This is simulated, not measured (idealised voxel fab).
process module | voxel self aligned contacts
cross-section cut | 205 nm wide | cells 5 nm
A cross-section is a grid of square cells, given in bands from the top down. A band is one or more rows of cells.
Each band's line starts with the height of the band's top and of its bottom, in nm. Then come its materials from left to right, each with its width in nm. One material with "throughout" fills the band from edge to edge. "air" is empty space.
Height 0 is the level under which the wafer as received is all one material. The lowest band goes on downwards, as in "0 down".
A width such as "30 to 40" changes by the same amount from each row of cells to the next, from the band's top row to its bottom row.
"no change" after a step means that no cell of the cross-section changed.
closed voids: empty space of 8 cells or more with no open way to the top, each as width x height at its distance from the left edge, in nm
after a step's settings: what the simulator itself notes on the step
overlay nm, on a step with a mask: how far to the right of its planned place the mask lay; to the left if negative
plan
1 op RECEIVE | material Si
2 op OXIDIZE | depth nm 5
3 op DIRECTIONAL_DEP | material polySi | thk nm 30
4 op DIRECTIONAL_DEP | material SiN | thk nm 20
5 op MASKED_ETCH | tone cover | mask id GATE | width nm 25 | pitch nm 60 | etch materials SiN | depth nm 20 | overlay nm 0
6 op MASKED_ETCH | tone cover | mask id GATE | width nm 25 | pitch nm 60 | etch materials polySi | depth nm 30 | overlay nm 0
7 op CONFORMAL_DEP | material SiN | thk nm 5
8 op DIRECTIONAL_ETCH | etch materials SiN | depth nm 5
9 op FILL_DEP | material SiO2 | thk nm 20
10 op CMP | height nm 60
11 op PATTERN | tone open | mask id CONTACT | material resist | width nm 45 | thk nm 20 | overlay nm 0
12 op DIRECTIONAL_ETCH | etch materials SiO2 | depth nm 65
13 op STRIP | etch materials resist
14 op CONFORMAL_DEP | material TiN | thk nm 5
15 op FILL_DEP | material W | thk nm 5
16 op CMP | height nm 60
17 op CONFORMAL_DEP | material SiN | thk nm 5
as received, after step 1
  0 down: Si throughout
  closed voids: none
first wafer at the end, as planned
  65 to 60: SiN throughout
  60 to 50: SiO2 80 | TiN 5 to 15 | W 35 to 15 | TiN 5 to 15 | SiO2 80
  50 to 30: SiO2 55 | SiN 35 | TiN 5 | W 15 | TiN 5 | SiN 35 | SiO2 55
  30 to 0: SiO2 55 | SiN 5 | polySi 25 | SiN 5 | TiN 5 | W 15 | TiN 5 | SiN 5 | polySi 25 | SiN 5 | SiO2 55
  0 to -5: SiO2 90 | TiN 25 | SiO2 90
  -5 down: Si throughout
  closed voids: none
second wafer at the end: like start, like plan, one mistake
  65 to 60: SiN throughout
  60 to 50: TiN throughout
  50 to 30: TiN 55 | SiN 35 | TiN 25 | SiN 35 | TiN 55
  30 to 0: TiN 55 | SiN 5 | polySi 25 | SiN 5 | TiN 25 | SiN 5 | polySi 25 | SiN 5 | TiN 55
  0 to -5: SiO2 throughout
  -5 down: Si throughout
  closed voids: none
what went wrong: step 9 ran as: op FILL_DEP | material TiN | thk nm 20
at the end the second wafer has, in cells: 279 fewer of SiO2 | 319 more of TiN | 40 fewer of W
